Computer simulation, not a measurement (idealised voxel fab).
The following is a process module called voxel capacitor over wiring.
Shown is cross-section cut, with a width of 185 nm and square cells of size 5 nm.
Cross-section, as written here: a square-cell grid given band by band from the top down, where a band holds one or more rows of cells.
For a band, the entry starts with two heights in nm, that of the top and then that of the bottom, and carries on with the band's materials in order from left to right, each alongside its width in nm; the word "full width" beside a single material means it fills the band edge to edge, and "air" means empty space.
Heights are reckoned from 0. Under this level, the received wafer is all of one material. The bottommost band is open-ended downward, for example "top 0, no bottom".
A two-number width, for instance "30..40", indicates that the width is equal to the first number in the top row of the band and to the second number in the bottom row, and that it changes by a constant amount per row of cells.
Reading "remains unaltered" for a step: not a cell of the cross-section changed in it.
Heads up: "Sealed internal cavities" only lists the empty pockets with no open path to the top that are 8 cells or more, and it writes them as width x height at distance, distance from the left edge, in nm.
Read whatever lies past the settings on a step's line as the simulator's own remark about the step.
The optional step-line setting "overlay nm" applies to steps with a mask and quantifies how far to the right of its planned location the mask lay, a negative value indicating leftward placement.

# Intended process steps
1: RECEIVE (material Si)
2: CONFORMAL_DEP (material SiO2; thk nm 10)
3: CONFORMAL_DEP (material SiCN; thk nm 5)
4: DIRECTIONAL_DEP (material lowk; thk nm 15)
5: MASKED_ETCH (tone open; mask id METAL_1; width nm 30; pitch nm 85; etch materials lowk; depth nm 15; overlay nm 0)
6: MASKED_ETCH (tone open; mask id METAL_1; width nm 30; pitch nm 85; etch materials SiCN; depth nm 5; overlay nm 0)
7: CONFORMAL_DEP (material TiN; thk nm 5)
8: FILL_DEP (material Cu; thk nm 5)
9: CMP (height nm 30)
10: CONFORMAL_DEP (material SiCN; thk nm 5)
11: DIRECTIONAL_DEP (material SiO2; thk nm 10)
12: PATTERN (tone open; mask id PLUG_1; material resist; width nm 15; thk nm 20; overlay nm 0)
13: DIRECTIONAL_ETCH (etch materials SiO2; depth nm 10)
14: DIRECTIONAL_ETCH (etch materials SiCN; depth nm 5)
15: STRIP (etch materials resist)
16: CONFORMAL_DEP (material TiN; thk nm 5)
17: FILL_DEP (material Cu; thk nm 5)
18: CMP (height nm 45)
19: DIRECTIONAL_DEP (material TiN; thk nm 5)
20: DIRECTIONAL_DEP (material SiN; thk nm 5)
21: DIRECTIONAL_DEP (material TiN; thk nm 5)
22: PATTERN (tone cover; mask id UPPER_PLATE; material resist; width nm 60; thk nm 20; overlay nm 0)
23: DIRECTIONAL_ETCH (etch materials TiN; depth nm 5)
24: DIRECTIONAL_ETCH (etch materials SiN; depth nm 5)
25: STRIP (etch materials resist)
26: PATTERN (tone cover; mask id LOWER_PLATE; material resist; width nm 70; thk nm 20; overlay nm 0)
27: DIRECTIONAL_ETCH (etch materials TiN; depth nm 5)
28: STRIP (etch materials resist)
29: FILL_DEP (material SiO2; thk nm 20)
30: CMP (height nm 75)
31: MASKED_ETCH (tone open; mask id PLUG_2; width nm 15; etch materials SiO2; depth nm 15; overlay nm 0)
32: CONFORMAL_DEP (material TiN; thk nm 5)
33: FILL_DEP (material Ru; thk nm 5)
34: CMP (height nm 75)
35: CONFORMAL_DEP (material SiCN; thk nm 5)

# Received-state cross-section, reflecting completion of step 1
  top 0, no bottom  Si full width
  Sealed internal cavities: none

# Cross-section taken at module completion on the first of two wafers; processed per the plan
  top 80, bottom 75  SiCN full width
  top 75, bottom 65  SiO2 60 nm | TiN 5 nm | Ru 5 nm | TiN 5 nm | SiO2 110 nm
  top 65, bottom 55  SiO2 60..50 nm | TiN 15..60 nm | SiO2 110..75 nm
  top 55, bottom 50  SiO2 50 nm | SiN 60 nm | SiO2 75 nm
  top 50, bottom 45  SiO2 45 nm | TiN 70 nm | SiO2 70 nm
  top 45, bottom 35  SiO2 50 nm | TiN 5 nm | Cu 5 nm | TiN 5 nm | SiO2 120 nm
  top 35, bottom 30  SiCN 50 nm | TiN 15 nm | SiCN 120 nm
  top 30, bottom 15  lowk 35 nm | TiN 5 nm | Cu 20 nm | TiN 5 nm | lowk 55 nm | TiN 5 nm | Cu 20 nm | TiN 5 nm | lowk 35 nm
  top 15, bottom 10  SiCN 35 nm | TiN 30 nm | SiCN 55 nm | TiN 30 nm | SiCN 35 nm
  top 10, bottom 0  SiO2 full width
  top 0, no bottom  Si full width
  Sealed internal cavities: none

# Cross-sectional view of the second of two wafers upon completion of the module. This wafer shared its starting condition and process plan with the first; one error was made during its execution
  top 90, bottom 75  SiCN full width
  top 75, bottom 65  SiO2 60 nm | TiN 5 nm | Ru 5 nm | TiN 5 nm | SiO2 110 nm
  top 65, bottom 55  SiO2 60..50 nm | TiN 15..60 nm | SiO2 110..75 nm
  top 55, bottom 50  SiO2 50 nm | SiN 60 nm | SiO2 75 nm
  top 50, bottom 45  SiO2 45 nm | TiN 70 nm | SiO2 70 nm
  top 45, bottom 35  SiO2 50 nm | TiN 5 nm | Cu 5 nm | TiN 5 nm | SiO2 120 nm
  top 35, bottom 30  SiCN 50 nm | TiN 15 nm | SiCN 120 nm
  top 30, bottom 15  lowk 35 nm | TiN 5 nm | Cu 20 nm | TiN 5 nm | lowk 55 nm | TiN 5 nm | Cu 20 nm | TiN 5 nm | lowk 35 nm
  top 15, bottom 10  SiCN 35 nm | TiN 30 nm | SiCN 55 nm | TiN 30 nm | SiCN 35 nm
  top 10, bottom 0  SiO2 full width
  top 0, no bottom  Si full width
  Sealed internal cavities: none
What broke from the plan during processing? rather than as planned, step 35 actually ran as CONFORMAL_DEP (material SiCN; thk nm 15)
At the finish, the second wafer shows more or fewer cells for some materials than the first does: SiCN +74
